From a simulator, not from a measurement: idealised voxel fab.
process module | voxel ribs on slabs
cross-section cut | 260 nm wide | cells 5 nm
A cross-section is a grid of square cells, given in bands from the top down. A band is one or more rows of cells.
Each band's line starts with the height of the band's top and of its bottom, in nm. Then come its materials from left to right, each with its width in nm. One material with "throughout" fills the band from edge to edge. "air" is empty space.
Height 0 is the level under which the wafer as received is all one material. The lowest band goes on downwards, as in "0 down".
A width such as "30 to 40" changes by the same amount from each row of cells to the next, from the band's top row to its bottom row.
"no change" after a step means that no cell of the cross-section changed.
closed voids: empty space of 8 cells or more with no open way to the top, each as width x height at its distance from the left edge, in nm
after a step's settings: what the simulator itself notes on the step
overlay nm, on a step with a mask: how far to the right of its planned place the mask lay; to the left if negative
plan
1 op RECEIVE | material Si
2 op DIRECTIONAL_DEP | material SiO2 | thk nm 30
3 op DIRECTIONAL_DEP | material SiN | thk nm 20
4 op DIRECTIONAL_DEP | material aC | thk nm 10
5 op PATTERN | tone cover | mask id RIB | material resist | width nm 20 | thk nm 25 | overlay nm 0
6 op DIRECTIONAL_ETCH | etch materials aC | depth nm 10
7 op STRIP | etch materials resist
8 op DIRECTIONAL_ETCH | etch materials SiN | depth nm 5
9 op STRIP | etch materials aC
10 op PATTERN | tone cover | mask id SLAB | material resist | width nm 70 | thk nm 15 | overlay nm 0
11 op DIRECTIONAL_ETCH | etch materials SiN | depth nm 15
12 op STRIP | etch materials resist
13 op FILL_DEP | material SiO2 | thk nm 30
14 op CMP | height nm 70
15 op DIRECTIONAL_DEP | material TiN | thk nm 5
16 op MASKED_ETCH | tone cover | mask id HEATER | width nm 30 | etch materials TiN | depth nm 5 | overlay nm 0
17 op CONFORMAL_DEP | material SiO2 | thk nm 5
as received, after step 1
  0 down: Si throughout
  closed voids: none
a wafer at the end: this start, this plan, one mistake
  80 to 75: air 110 | SiO2 40 | air 110
  75 to 70: SiO2 115 | TiN 30 | SiO2 115
  70 to 60: SiO2 95 | SiN 70 | SiO2 95
  60 to 0: SiO2 throughout
  0 down: Si throughout
  closed voids: none
what went wrong: step 2 was run twice
